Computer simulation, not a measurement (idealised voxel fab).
The document below concerns the process module designated voxel self aligned vias.
FYI the section here is cut, 220 nm wide, cells are 5 nm squares.
A cross-section is written here as square cells arranged in a grid, and it is given in bands from the top down, each band taking up one or more rows of cells.
Band: top height; bottom height; in nm. Then, left to right: material with width in nm, for each material. "full width": a single material spanning edge to edge. "air": empty space.
Height reference: 0 = level under which incoming wafer is all one material. Lowest band: no bottom, runs on downward, e.g. "0 down".
It should be noted that a width expressed as "30 to 40" varies in equal increments from row to row of cells within the band, taking the value of the first number at the top row and that of the second number at the bottom row.
Given "remains unaltered" for a step, no cell of the cross-section differs between before and after that step.
Heads up: "Closed-off voids" only lists the empty pockets with no open path to the top that are 8 cells or more, and it writes them as width x height at distance, distance from the left edge, in nm.
If you see something after the settings on a step's line, that's the simulator's own remark about that step.
"overlay nm", when on a step's line for a step with a mask, measures how far to the right of its planned place the mask lay; a negative measure means to the left.

**So here's the lineup of process steps we planned**
1. RECEIVE with material Si
2. CONFORMAL_DEP with material SiO2, thk nm 15
3. CONFORMAL_DEP with material SiCN, thk nm 5
4. DIRECTIONAL_DEP with material lowk, thk nm 20
5. DIRECTIONAL_DEP with material aC, thk nm 10
6. PATTERN with tone open, mask id LINES, material resist, width nm 20, pitch nm 50, thk nm 25, overlay nm 0
7. DIRECTIONAL_ETCH with etch materials aC, depth nm 10
8. STRIP with etch materials resist
9. DIRECTIONAL_ETCH with etch materials lowk, depth nm 20
10. STRIP with etch materials aC
11. CONFORMAL_DEP with material TiN, thk nm 5
12. FILL_DEP with material W, thk nm 10
13. CMP with height nm 40
14. SELECTIVE_ETCH with etch materials W Ru TiN, depth nm 10
15. FILL_DEP with material SiN, thk nm 5
16. CMP with height nm 40
17. DIRECTIONAL_DEP with material lowk, thk nm 15
18. PATTERN with tone open, mask id VIAS, material resist, width nm 30, pitch nm 50, thk nm 15, overlay nm 0
19. DIRECTIONAL_ETCH with etch materials lowk, depth nm 15
20. DIRECTIONAL_ETCH with etch materials SiN, depth nm 10
21. STRIP with etch materials resist
22. CONFORMAL_DEP with material TiN, thk nm 5
23. FILL_DEP with material W, thk nm 10
24. CMP with height nm 55
25. CONFORMAL_DEP with material SiCN, thk nm 5

**So this is the incoming wafer in cross-section - it's already been through step 1**
0 down  Si full width
Closed-off voids: none

**What the wafer looks like in cross-section after this module, when it starts as shown above and follows the plan above but one mistake is made in running it**
60 to 55  SiCN full width
55 to 45  lowk=45, TiN=5, W=20, TiN=5, lowk=20, TiN=5, W=20, TiN=5, lowk=20, TiN=5, W=20, TiN=5, lowk=45
45 to 40  lowk=45, TiN=20, W=5, TiN=5, lowk=20, TiN=20, W=5, TiN=5, lowk=20, TiN=20, W=5, TiN=5, lowk=45
40 to 35  lowk=60, TiN=5, W=5, TiN=5, SiN=5, lowk=30, TiN=5, W=5, TiN=5, SiN=5, lowk=30, TiN=5, W=5, TiN=5, SiN=5, lowk=40
35 to 30  lowk=60, TiN=15, SiN=5, lowk=30, TiN=15, SiN=5, lowk=30, TiN=15, SiN=5, lowk=40
30 to 25  lowk=60, TiN=5, W=10, TiN=5, lowk=30, TiN=5, W=10, TiN=5, lowk=30, TiN=5, W=10, TiN=5, lowk=40
25 to 20  lowk=60, TiN=20, lowk=30, TiN=20, lowk=30, TiN=20, lowk=40
20 to 15  SiCN full width
15 to 0  SiO2 full width
0 down  Si full width
Closed-off voids: none
Here's what went sideways: step 6 changed vs plan, executed as PATTERN with tone open, mask id LINES, material resist, width nm 20, pitch nm 50, thk nm 25, overlay nm 10
